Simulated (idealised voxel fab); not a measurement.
The following process module bears the name voxel plated lines.
Section cut is 245 nm wide and gridded with 5 nm square cells.
Bands, listed from the top down, are how a cross-section gets written in this document; the cross-section itself is a grid of square cells, and a band is one or more rows of them. Heads up on the band format: heights come first, top then bottom, in nm. After that it's the materials left to right, each with its width in nm. A single material flagged "everywhere" fills the whole band edge to edge, and "empty" means there's empty space there. Ref level 0: as-received wafer is one material below here. Bottom band extends down with no lower bound ("z 0 and below"). Quick explanation for "30->40": the width changes in equal steps down the rows of cells, from the first number in the band's top row to the second number in its bottom row. Step marked "identical to before"? Then no cell in the cross-section changed in it. Voids not open to the top, 8 cells minimum: see "Closed void inventory". Written width x height at distance; distance is from the left edge; nm. Heads up: the bit after the settings on a step's line is the simulator's remark on that step. Each step line may optionally specify "overlay nm", which for a step with a mask gives the rightward distance between the mask's planned place and where it lay, a negative value indicating the leftward direction.
[So here's the lineup of process steps we planned]
- 1: RECEIVE, material Si
- 2: CONFORMAL_DEP, material SiN, thk nm 15
- 3: DIRECTIONAL_DEP, material TiN, thk nm 5
- 4: PATTERN, tone open, mask id LINES, material resist, width nm 20, pitch nm 45, thk nm 15, overlay nm 0
- 5: EPI, material Ru, thk nm 10
- 6: STRIP, etch materials resist
- 7: DIRECTIONAL_ETCH, etch materials TiN, depth nm 5
- 8: CONFORMAL_DEP, material SiO2, thk nm 5
[Shown in cross-section is the wafer as received, that is, as it stands after step 1]
- z 0 and below | Si everywhere
- Closed void inventory: none
[The first of the two wafers as seen in cross-section once the module was finished; processing followed the plan]
- z 35 to 30 | 40 nm empty; 30 nm SiO2; 15 nm empty; 30 nm SiO2; 15 nm empty; 30 nm SiO2; 15 nm empty; 30 nm SiO2; 40 nm empty
- z 30 to 20 | 40 nm empty; 5 nm SiO2; 20 nm Ru; 5 nm SiO2; 15 nm empty; 5 nm SiO2; 20 nm Ru; 5 nm SiO2; 15 nm empty; 5 nm SiO2; 20 nm Ru; 5 nm SiO2; 15 nm empty; 5 nm SiO2; 20 nm Ru; 5 nm SiO2; 40 nm empty
- z 20 to 15 | 45 nm SiO2; 20 nm TiN; 25 nm SiO2; 20 nm TiN; 25 nm SiO2; 20 nm TiN; 25 nm SiO2; 20 nm TiN; 45 nm SiO2
- z 15 to 0 | SiN everywhere
- z 0 and below | Si everywhere
- Closed void inventory: none
[Wafer two, end of module, cross-section. Same start, same plan as wafer one. One mistake in the run]
- z 45 to 40 | 35 nm empty; 40 nm SiO2; 5 nm empty; 40 nm SiO2; 5 nm empty; 40 nm SiO2; 5 nm empty; 40 nm SiO2; 35 nm empty
- z 40 to 30 | 35 nm empty; 5->10 nm SiO2; 30->20 nm Ru; 5->10 nm SiO2; 5 nm empty; 5->10 nm SiO2; 30->20 nm Ru; 5->10 nm SiO2; 5 nm empty; 5->10 nm SiO2; 30->20 nm Ru; 5->10 nm SiO2; 5 nm empty; 5->10 nm SiO2; 30->20 nm Ru; 5->10 nm SiO2; 35 nm empty
- z 30 to 20 | 40->35 nm empty; 5->10 nm SiO2; 20 nm Ru; 5->10 nm SiO2; 15->5 nm empty; 5->10 nm SiO2; 20 nm Ru; 5->10 nm SiO2; 15->5 nm empty; 5->10 nm SiO2; 20 nm Ru; 5->10 nm SiO2; 15->5 nm empty; 5->10 nm SiO2; 20 nm Ru; 5->10 nm SiO2; 40->35 nm empty
- z 20 to 15 | 40 nm SiO2; 30 nm TiN; 15 nm SiO2; 30 nm TiN; 15 nm SiO2; 30 nm TiN; 15 nm SiO2; 30 nm TiN; 40 nm SiO2
- z 15 to 0 | SiN everywhere
- z 0 and below | Si everywhere
- Closed void inventory: none
Diagnosis: step 5, plan: ran twice
At the finish, the second wafer shows more or fewer cells for some materials than the first does: Ru: 40 more | SiO2: 32 more | TiN: 8 more
